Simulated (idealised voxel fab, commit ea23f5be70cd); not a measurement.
This section sets out a process module, namely voxel capacitor over wiring.
Section cut is 195 nm wide and gridded with 5 nm square cells.
We lay out every cross-section as a grid of square cells and spell it out in bands from the top down, where one band means one or more rows of cells.
Within each band entry, the heights of the top and of the bottom of the band appear first, in that order and in nm; the materials of the band then follow from left to right, each with its corresponding width in nm. The designation "edge to edge" on a single material indicates that it fills the band from edge to edge; the designation "air" indicates empty space.
Note: height 0 marks the level under which the wafer is uniformly one material as received. Lowest band unbounded below, written "z 0 and below".
Graded width ("30->40"): value in top row of band = first number; value in bottom row = second number; row-to-row change constant.
The designation "remains unaltered", where it is given for a processing step, indicates that no cell of the cross-section was altered in the course of that step.
Heads up: "Enclosed internal cavities" only lists the empty pockets with no open path to the top that are 8 cells or more, and it writes them as width x height at distance, distance from the left edge, in nm.
Step line, after settings: the simulator's comment on this step.
When a step includes a mask, the "overlay nm" setting on its line states how far to the right of its planned place that mask lay, and negative values state how far to the left.
**The steps planned for the process are as follows**
1 RECEIVE with material Si
2 CONFORMAL_DEP with material SiO2, thk nm 10
3 CONFORMAL_DEP with material SiN, thk nm 5
4 DIRECTIONAL_DEP with material lowk, thk nm 15
5 PATTERN with tone open, mask id METAL_1, material resist, width nm 25, pitch nm 95, thk nm 20, overlay nm 0
6 DIRECTIONAL_ETCH with etch materials lowk, depth nm 15
7 DIRECTIONAL_ETCH with etch materials SiN, depth nm 5
8 STRIP with etch materials resist
9 CONFORMAL_DEP with material TiN, thk nm 5
10 FILL_DEP with material Cu, thk nm 5
11 CMP with height nm 30
12 CONFORMAL_DEP with material SiCN, thk nm 5
13 DIRECTIONAL_DEP with material SiO2, thk nm 15
14 MASKED_ETCH with tone open, mask id PLUG_1, width nm 15, etch materials SiO2, depth nm 15, overlay nm 0
15 MASKED_ETCH with tone open, mask id PLUG_1, width nm 15, etch materials SiCN, depth nm 5, overlay nm 0
16 CONFORMAL_DEP with material TiN, thk nm 5
17 FILL_DEP with material Cu, thk nm 5
18 CMP with height nm 50
19 DIRECTIONAL_DEP with material TiN, thk nm 10
20 DIRECTIONAL_DEP with material HfO2, thk nm 5
21 DIRECTIONAL_DEP with material TiN, thk nm 5
22 DIRECTIONAL_DEP with material aC, thk nm 15
23 PATTERN with tone cover, mask id UPPER_PLATE, material resist, width nm 75, thk nm 30, overlay nm 0
24 DIRECTIONAL_ETCH with etch materials aC, depth nm 15
25 STRIP with etch materials resist
26 DIRECTIONAL_ETCH with etch materials TiN, depth nm 5
27 DIRECTIONAL_ETCH with etch materials HfO2, depth nm 5
28 STRIP with etch materials aC
29 PATTERN with tone cover, mask id LOWER_PLATE, material resist, width nm 85, thk nm 15, overlay nm 0
30 DIRECTIONAL_ETCH with etch materials TiN, depth nm 10
31 STRIP with etch materials resist
32 FILL_DEP with material SiO2, thk nm 15
33 CMP with height nm 80
34 PATTERN with tone open, mask id PLUG_2, material resist, width nm 15, thk nm 20, overlay nm 0
35 DIRECTIONAL_ETCH with etch materials SiO2, depth nm 10
36 STRIP with etch materials resist
37 CONFORMAL_DEP with material TiN, thk nm 5
38 FILL_DEP with material W, thk nm 5
39 CMP with height nm 80
40 CONFORMAL_DEP with material SiCN, thk nm 5
**first wafer, as planned**
**Delivered wafer in cross-section: state after step 1**
    z 0 and below: Si edge to edge
    Enclosed internal cavities: none
**The wafer in cross-section once step 2 is complete**
    z 10 to 0: SiO2 edge to edge
    Below 0, no change.
**The wafer in cross-section once step 3 is complete**
    z 15 to 10: SiN edge to edge
    Below 10, no change.
**The wafer in cross-section once step 4 is complete**
    z 30 to 15: lowk edge to edge
    Below 15, no change.
**The wafer in cross-section once step 5 is complete**
    z 50 to 30: 35 nm resist  25 nm air  70 nm resist  25 nm air  40 nm resist
    Below 30, no change.
**The wafer in cross-section once step 6 is complete**
    z 50 to 30: 35 nm resist  25 nm air  70 nm resist  25 nm air  40 nm resist
    z 30 to 15: 35 nm lowk  25 nm air  70 nm lowk  25 nm air  40 nm lowk
    Below 15, no change.
**The wafer in cross-section once step 7 is complete**
    z 50 to 30: 35 nm resist  25 nm air  70 nm resist  25 nm air  40 nm resist
    z 30 to 15: 35 nm lowk  25 nm air  70 nm lowk  25 nm air  40 nm lowk
    z 15 to 10: 35 nm SiN  25 nm air  70 nm SiN  25 nm air  40 nm SiN
    Below 10, no change.
**The wafer in cross-section once step 8 is complete**
    z 30 to 15: 35 nm lowk  25 nm air  70 nm lowk  25 nm air  40 nm lowk
    Below 15, no change.
**The wafer in cross-section once step 9 is complete**
    z 35 to 30: 40 nm TiN  15 nm air  80 nm TiN  15 nm air  45 nm TiN
    z 30 to 15: 35 nm lowk  5 nm TiN  15 nm air  5 nm TiN  70 nm lowk  5 nm TiN  15 nm air  5 nm TiN  40 nm lowk
    z 15 to 10: 35 nm SiN  25 nm TiN  70 nm SiN  25 nm TiN  40 nm SiN
    Below 10, no change.
**The wafer in cross-section once step 10 is complete**
    z 40 to 35: Cu edge to edge
    z 35 to 30: 40 nm TiN  15 nm Cu  80 nm TiN  15 nm Cu  45 nm TiN
    z 30 to 15: 35 nm lowk  5 nm TiN  15 nm Cu  5 nm TiN  70 nm lowk  5 nm TiN  15 nm Cu  5 nm TiN  40 nm lowk
    Below 15, no change.
**The wafer in cross-section once step 11 is complete**
    z 30 to 15: 35 nm lowk  5 nm TiN  15 nm Cu  5 nm TiN  70 nm lowk  5 nm TiN  15 nm Cu  5 nm TiN  40 nm lowk
    Below 15, no change.
**The wafer in cross-section once step 12 is complete**
    z 35 to 30: SiCN edge to edge
    Below 30, no change.
**The wafer in cross-section once step 13 is complete**
    z 50 to 35: SiO2 edge to edge
    Below 35, no change.
**The wafer in cross-section once step 14 is complete**
    z 50 to 35: 45 nm SiO2  15 nm air  135 nm SiO2
    Below 35, no change.
**The wafer in cross-section once step 15 is complete**
    z 50 to 35: 45 nm SiO2  15 nm air  135 nm SiO2
    z 35 to 30: 45 nm SiCN  15 nm air  135 nm SiCN
    Below 30, no change.
**The wafer in cross-section once step 16 is complete**
    z 55 to 50: 50 nm TiN  5 nm air  140 nm TiN
    z 50 to 35: 45 nm SiO2  5 nm TiN  5 nm air  5 nm TiN  135 nm SiO2
    z 35 to 30: 45 nm SiCN  15 nm TiN  135 nm SiCN
    Below 30, no change.
**The wafer in cross-section once step 17 is complete**
    z 60 to 55: Cu edge to edge
    z 55 to 50: 50 nm TiN  5 nm Cu  140 nm TiN
    z 50 to 35: 45 nm SiO2  5 nm TiN  5 nm Cu  5 nm TiN  135 nm SiO2
    Below 35, no change.
**The wafer in cross-section once step 18 is complete**
    z 50 to 35: 45 nm SiO2  5 nm TiN  5 nm Cu  5 nm TiN  135 nm SiO2
    Below 35, no change.
**The wafer in cross-section once step 19 is complete**
    z 60 to 50: TiN edge to edge
    Below 50, no change.
**The wafer in cross-section once step 20 is complete**
    z 65 to 60: HfO2 edge to edge
    Below 60, no change.
**The wafer in cross-section once step 21 is complete**
    z 70 to 65: TiN edge to edge
    Below 65, no change.
**The wafer in cross-section once step 22 is complete**
    z 85 to 70: aC edge to edge
    Below 70, no change.
**The wafer in cross-section once step 23 is complete**
    z 115 to 85: 45 nm air  75 nm resist  75 nm air
    Below 85, no change.
**The wafer in cross-section once step 24 is complete**
    z 100 to 85: 45 nm air  75 nm resist  75 nm air
    z 85 to 70: 45 nm air  75 nm aC  75 nm air
    Below 70, no change.
**The wafer in cross-section once step 25 is complete**
    z 85 to 70: 45 nm air  75 nm aC  75 nm air
    Below 70, no change.
**The wafer in cross-section once step 26 is complete**
    z 85 to 70: 45 nm air  75 nm aC  75 nm air
    z 70 to 65: 45 nm air  75 nm TiN  75 nm air
    Below 65, no change.
**The wafer in cross-section once step 27 is complete**
    z 85 to 70: 45 nm air  75 nm aC  75 nm air
    z 70 to 65: 45 nm air  75 nm TiN  75 nm air
    z 65 to 60: 45 nm air  75 nm HfO2  75 nm air
    Below 60, no change.
**The wafer in cross-section once step 28 is complete**
    z 70 to 65: 45 nm air  75 nm TiN  75 nm air
    Below 65, no change.
**The wafer in cross-section once step 29 is complete**
    z 85 to 70: 40 nm air  85 nm resist  70 nm air
    z 70 to 65: 40 nm air  5 nm resist  75 nm TiN  5 nm resist  70 nm air
    z 65 to 60: 40 nm air  5 nm resist  75 nm HfO2  5 nm resist  70 nm air
    Below 60, no change.
**The wafer in cross-section once step 30 is complete**
    z 85 to 70: 40 nm air  85 nm resist  70 nm air
    z 70 to 65: 40 nm air  5 nm resist  75 nm TiN  5 nm resist  70 nm air
    z 65 to 60: 40 nm air  5 nm resist  75 nm HfO2  5 nm resist  70 nm air
    z 60 to 50: 40 nm air  85 nm TiN  70 nm air
    Below 50, no change.
**The wafer in cross-section once step 31 is complete**
    z 70 to 65: 45 nm air  75 nm TiN  75 nm air
    z 65 to 60: 45 nm air  75 nm HfO2  75 nm air
    Below 60, no change.
**The wafer in cross-section once step 32 is complete**
    z 85 to 70: SiO2 edge to edge
    z 70 to 65: 45 nm SiO2  75 nm TiN  75 nm SiO2
    z 65 to 60: 45 nm SiO2  75 nm HfO2  75 nm SiO2
    z 60 to 50: 40 nm SiO2  85 nm TiN  70 nm SiO2
    Below 50, no change.
**The wafer in cross-section once step 33 is complete**
    z 80 to 70: SiO2 edge to edge
    Below 70, no change.
**The wafer in cross-section once step 34 is complete**
    z 100 to 80: 55 nm resist  15 nm air  125 nm resist
    Below 80, no change.
**The wafer in cross-section once step 35 is complete**
    z 100 to 80: 55 nm resist  15 nm air  125 nm resist
    z 80 to 70: 55 nm SiO2  15 nm air  125 nm SiO2
    Below 70, no change.
**The wafer in cross-section once step 36 is complete**
    z 80 to 70: 55 nm SiO2  15 nm air  125 nm SiO2
    Below 70, no change.
**The wafer in cross-section once step 37 is complete**
    z 85 to 80: 60 nm TiN  5 nm air  130 nm TiN
    z 80 to 75: 55 nm SiO2  5 nm TiN  5 nm air  5 nm TiN  125 nm SiO2
    z 75 to 65: 55->45 nm SiO2  15->75 nm TiN  125->75 nm SiO2
    Below 65, no change.
**The wafer in cross-section once step 38 is complete**
    z 90 to 85: W edge to edge
    z 85 to 80: 60 nm TiN  5 nm W  130 nm TiN
    z 80 to 75: 55 nm SiO2  5 nm TiN  5 nm W  5 nm TiN  125 nm SiO2
    Below 75, no change.
**The wafer in cross-section once step 39 is complete**
    z 80 to 75: 55 nm SiO2  5 nm TiN  5 nm W  5 nm TiN  125 nm SiO2
    Below 75, no change.
**The wafer in cross-section once step 40 is complete**
    z 85 to 80: SiCN edge to edge
    Below 80, no change.
**Wafer two of the pair: same origin, same plan, one error during the run; identical to wafer one up to and including step 29**
**Second wafer: cross-section at the scheduled end of step 30**
    z 85 to 70: 40 nm air  85 nm resist  70 nm air
    z 70 to 65: 40 nm air  5 nm resist  75 nm TiN  5 nm resist  70 nm air
    z 65 to 60: 40 nm air  5 nm resist  75 nm HfO2  5 nm resist  70 nm air
    z 60 to 55: 40 nm air  85 nm TiN  70 nm air
    Below 55, no change.
**Second wafer: cross-section at the scheduled end of step 31**
    z 70 to 65: 45 nm air  75 nm TiN  75 nm air
    z 65 to 60: 45 nm air  75 nm HfO2  75 nm air
    Below 60, no change.
**Second wafer: cross-section at the scheduled end of step 32**
    z 85 to 70: SiO2 edge to edge
    z 70 to 65: 45 nm SiO2  75 nm TiN  75 nm SiO2
    z 65 to 60: 45 nm SiO2  75 nm HfO2  75 nm SiO2
    z 60 to 55: 40 nm SiO2  85 nm TiN  70 nm SiO2
    Below 55, no change.
**Second wafer: cross-section at the scheduled end of step 33**
    z 80 to 70: SiO2 edge to edge
    Below 70, no change.
**Second wafer: cross-section at the scheduled end of step 34**
    z 100 to 80: 55 nm resist  15 nm air  125 nm resist
    Below 80, no change.
**Second wafer: cross-section at the scheduled end of step 35**
    z 100 to 80: 55 nm resist  15 nm air  125 nm resist
    z 80 to 70: 55 nm SiO2  15 nm air  125 nm SiO2
    Below 70, no change.
**Second wafer: cross-section at the scheduled end of step 36**
    z 80 to 70: 55 nm SiO2  15 nm air  125 nm SiO2
    Below 70, no change.
**Second wafer: cross-section at the scheduled end of step 37**
    z 85 to 80: 60 nm TiN  5 nm air  130 nm TiN
    z 80 to 75: 55 nm SiO2  5 nm TiN  5 nm air  5 nm TiN  125 nm SiO2
    z 75 to 65: 55->45 nm SiO2  15->75 nm TiN  125->75 nm SiO2
    Below 65, no change.
**Second wafer: cross-section at the scheduled end of step 38**
    z 90 to 85: W edge to edge
    z 85 to 80: 60 nm TiN  5 nm W  130 nm TiN
    z 80 to 75: 55 nm SiO2  5 nm TiN  5 nm W  5 nm TiN  125 nm SiO2
    Below 75, no change.
**Second wafer: cross-section at the scheduled end of step 39**
    z 80 to 75: 55 nm SiO2  5 nm TiN  5 nm W  5 nm TiN  125 nm SiO2
    Below 75, no change.
**Second wafer: cross-section at the scheduled end of step 40**
    z 85 to 80: SiCN edge to edge
    Below 80, no change.
Here's what went sideways: the process deviated at step 30: the operation and settings actually run there were DIRECTIONAL_ETCH with etch materials TiN, depth nm 5
End of process, cell counts, second wafer against first, materials with more or fewer: -22 SiO2, +22 TiN
